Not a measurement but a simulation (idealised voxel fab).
This is a process module. Its name is voxel trench capacitor.
Section shown: cut. Width: 205 nm. Cell size: 5 nm, square.
If you're reading a cross-section in this doc, picture square cells in a grid; it comes to you as bands, top ones listed first down to the bottom, and a band can be one or more rows of cells.
First you get the band's top height and its bottom height, in nm, and then the materials it's made of, left to right, with each width in nm. If you see a single material with "throughout", that one covers the band edge to edge. "blank" is empty space.
Heights are measured from 0, the level below which the as-received wafer is all one material; the lowest band has no bottom and continues downward, written as in "0 down".
Top row gets the first number, bottom row gets the second, and each row in between changes by the same step: that is how a band width like "30..40" works.
You'll sometimes find "all unchanged" written for a step, and that's the way of saying that nowhere in the cross-section did a cell change during that step.
Closed empty spaces (no open way to the top) of 8 cells or more are what "Cavities, sealed" lists, each as width x height at distance from the left edge, nm for all three.
On each step's line, the part that comes after the settings is the simulator's own comment on the step.
"overlay nm" denotes, for a step that has a mask, the displacement of the mask to the right of its planned place, with negative values corresponding to the left.

[Planned step list for the process]
- 1: RECEIVE [material Si]
- 2: CONFORMAL_DEP [material SiN] [thk nm 10]
- 3: DIRECTIONAL_DEP [material aC] [thk nm 10]
- 4: PATTERN [tone open] [mask id TRENCH] [material resist] [width nm 15] [pitch nm 45] [thk nm 25] [overlay nm 0]
- 5: DIRECTIONAL_ETCH [etch materials aC] [depth nm 5]
- 6: STRIP [etch materials resist]
- 7: DIRECTIONAL_ETCH [etch materials SiN] [depth nm 10]
- 8: DIRECTIONAL_ETCH [etch materials Si] [depth nm 40]
- 9: STRIP [etch materials aC]
- 10: CONFORMAL_DEP [material Al2O3] [thk nm 5]
- 11: FILL_DEP [material polySi] [thk nm 5]
- 12: CMP [height nm 10]
Variable across wafers: step 5 depth nm (plan value is that of the first wafer; starting state common to all).

[This is how the first of several wafers looked in cross-section when it arrived, which is after step 1]
0 down | Si throughout
Cavities, sealed: none

[Last step of the module is step 12; after it, the first of several wafers in cross-section]
10 to 0 | SiN throughout
0 down | Si throughout
Cavities, sealed: none

[End of module, last wafer sectioned]
10 to 0 | SiN: 50 | Al2O3: 5 | polySi: 5 | Al2O3: 5 | SiN: 30 | Al2O3: 5 | polySi: 5 | Al2O3: 5 | SiN: 30 | Al2O3: 5 | polySi: 5 | Al2O3: 5 | SiN: 50
0 to -35 | Si: 50 | Al2O3: 5 | polySi: 5 | Al2O3: 5 | Si: 30 | Al2O3: 5 | polySi: 5 | Al2O3: 5 | Si: 30 | Al2O3: 5 | polySi: 5 | Al2O3: 5 | Si: 50
-35 to -40 | Si: 50 | Al2O3: 15 | Si: 30 | Al2O3: 15 | Si: 30 | Al2O3: 15 | Si: 50
-40 down | Si throughout
Cavities, sealed: none

[each wafer at the end: cells of each material gained (+) or lost (-) since it was received, then its closed voids]
depth nm 5; +82 SiN; Cavities, sealed: none
depth nm 10; +63 Al2O3; -72 Si; +64 SiN; +27 polySi; Cavities, sealed: none
depth nm 15; +63 Al2O3; -72 Si; +64 SiN; +27 polySi; Cavities, sealed: none
depth nm 20; +63 Al2O3; -72 Si; +64 SiN; +27 polySi; Cavities, sealed: none
depth nm 25; +63 Al2O3; -72 Si; +64 SiN; +27 polySi; Cavities, sealed: none
